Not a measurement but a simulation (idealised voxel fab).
Process module heading - voxel gate over fins
Cross-sectional view cut (width: 150 nm; square cell size: 5 nm).
Cross-section layout: square cells on a grid; listed as bands, top to bottom; a band spans one or more cell rows. The entry gives the band's vertical extent as a top height and a bottom height in nm, then its horizontal make-up as materials from left to right, each with a width in nm. "blank" stands for empty space; a single material marked "edge to edge" fills the band edge to edge. Heights are expressed relative to 0, this being the level below which the as-received wafer comprises one material exclusively. The lowest band is unbounded in the downward direction and is denoted as in "z 0 and below". Width "30..40": first value at the band's top row of cells, second value at its bottom row, equal change from row to row. "no modifications" means the step left every cell of the cross-section as it was. Heads up: "Closed void entries" only lists the empty pockets with no open path to the top that are 8 cells or more, and it writes them as width x height at distance, distance from the left edge, in nm. Read whatever lies past the settings on a step's line as the simulator's own remark about the step. The setting "overlay nm" may be written on the line of a step. When the step uses a mask, the value reports how far to the right of the planned place the mask lay, and a negative value reports that it lay to the left.
-- So here's the lineup of process steps we planned
1 op RECEIVE | material Si
2 op CONFORMAL_DEP | material SiN | thk nm 10
3 op PATTERN | tone cover | mask id FINS | material resist | width nm 15 | pitch nm 35 | thk nm 15 | overlay nm 0
4 op DIRECTIONAL_ETCH | etch materials SiN | depth nm 10
5 op DIRECTIONAL_ETCH | etch materials Si | depth nm 30
6 op STRIP | etch materials resist
7 op OXIDIZE | depth nm 5
8 op FILL_DEP | material SiO2 | thk nm 10
9 op CMP | height nm 10
10 op SELECTIVE_ETCH | etch materials SiO2 | depth nm 20
11 op STRIP | etch materials SiN
12 op CONFORMAL_DEP | material HfO2 | thk nm 5
13 op CONFORMAL_DEP | material TiN | thk nm 5
14 op CONFORMAL_DEP | material TiAl | thk nm 5
15 op CONFORMAL_DEP | material TiN | thk nm 5
16 op FILL_DEP | material W | thk nm 10
17 op CMP | height nm 25
18 op CONFORMAL_DEP | material SiN | thk nm 5
-- Shown in cross-section is the wafer as received, that is, as it stands after step 1
* z 0 and below  Si edge to edge
* Closed void entries: none
-- Sectioned view, first of two wafers, at the close of the module, processed as intended in the plan
* z 30 to 25  SiN edge to edge
* z 25 to 20  W edge to edge
* z 20 to 15  W 15 nm, TiN 115 nm, W 20 nm
* z 15 to 10  W 15 nm, TiN 5 nm, TiAl 105 nm, TiN 5 nm, W 20 nm
* z 10 to 5  TiN 20 nm, TiAl 5 nm, TiN 25 nm, TiAl 10 nm, TiN 25 nm, TiAl 10 nm, TiN 25 nm, TiAl 5 nm, TiN 25 nm
* z 5 to 0  TiAl 25 nm, TiN 5 nm, HfO2 15 nm, TiN 5 nm, TiAl 10 nm, TiN 5 nm, HfO2 15 nm, TiN 5 nm, TiAl 10 nm, TiN 5 nm, HfO2 15 nm, TiN 5 nm, TiAl 30 nm
* z 0 to -5  TiN 30 nm, HfO2 5 nm, Si 5 nm, HfO2 5 nm, TiN 20 nm, HfO2 5 nm, Si 5 nm, HfO2 5 nm, TiN 20 nm, HfO2 5 nm, Si 5 nm, HfO2 5 nm, TiN 35 nm
* z -5 to -10  HfO2 35 nm, Si 5 nm, HfO2 30 nm, Si 5 nm, HfO2 30 nm, Si 5 nm, HfO2 40 nm
* z -10 to -35  SiO2 35 nm, Si 5 nm, SiO2 30 nm, Si 5 nm, SiO2 30 nm, Si 5 nm, SiO2 40 nm
* z -35 and below  Si edge to edge
* Closed void entries: none
-- Cross-sectional image of the second wafer of the two following completion of the module. Starting state and process plan were the same as for the first wafer; one execution error occurred
* z 30 to 25  SiN edge to edge
* z 25 to 15  W edge to edge
* z 15 to 10  W 20 nm, TiN 105 nm, W 25 nm
* z 10 to 5  W 20 nm, TiN 5 nm, TiAl 25 nm, TiN 10 nm, TiAl 25 nm, TiN 10 nm, TiAl 25 nm, TiN 5 nm, W 25 nm
* z 5 to 0  TiN 25 nm, TiAl 5 nm, TiN 15 nm, TiAl 5 nm, TiN 10 nm, TiAl 5 nm, TiN 15 nm, TiAl 5 nm, TiN 10 nm, TiAl 5 nm, TiN 15 nm, TiAl 5 nm, TiN 30 nm
* z 0 to -5  TiAl 30 nm, TiN 5 nm, Si 5 nm, TiN 5 nm, TiAl 20 nm, TiN 5 nm, Si 5 nm, TiN 5 nm, TiAl 20 nm, TiN 5 nm, Si 5 nm, TiN 5 nm, TiAl 35 nm
* z -5 to -10  TiN 35 nm, Si 5 nm, TiN 30 nm, Si 5 nm, TiN 30 nm, Si 5 nm, TiN 40 nm
* z -10 to -35  SiO2 35 nm, Si 5 nm, SiO2 30 nm, Si 5 nm, SiO2 30 nm, Si 5 nm, SiO2 40 nm
* z -35 and below  Si edge to edge
* Closed void entries: none
Want to know what went wrong? step 12 of the plan: omitted, not performed
Final difference in cells, second wafer against first, listed per material as more or fewer: 42 fewer of HfO2, 8 more of TiN, 34 more of W
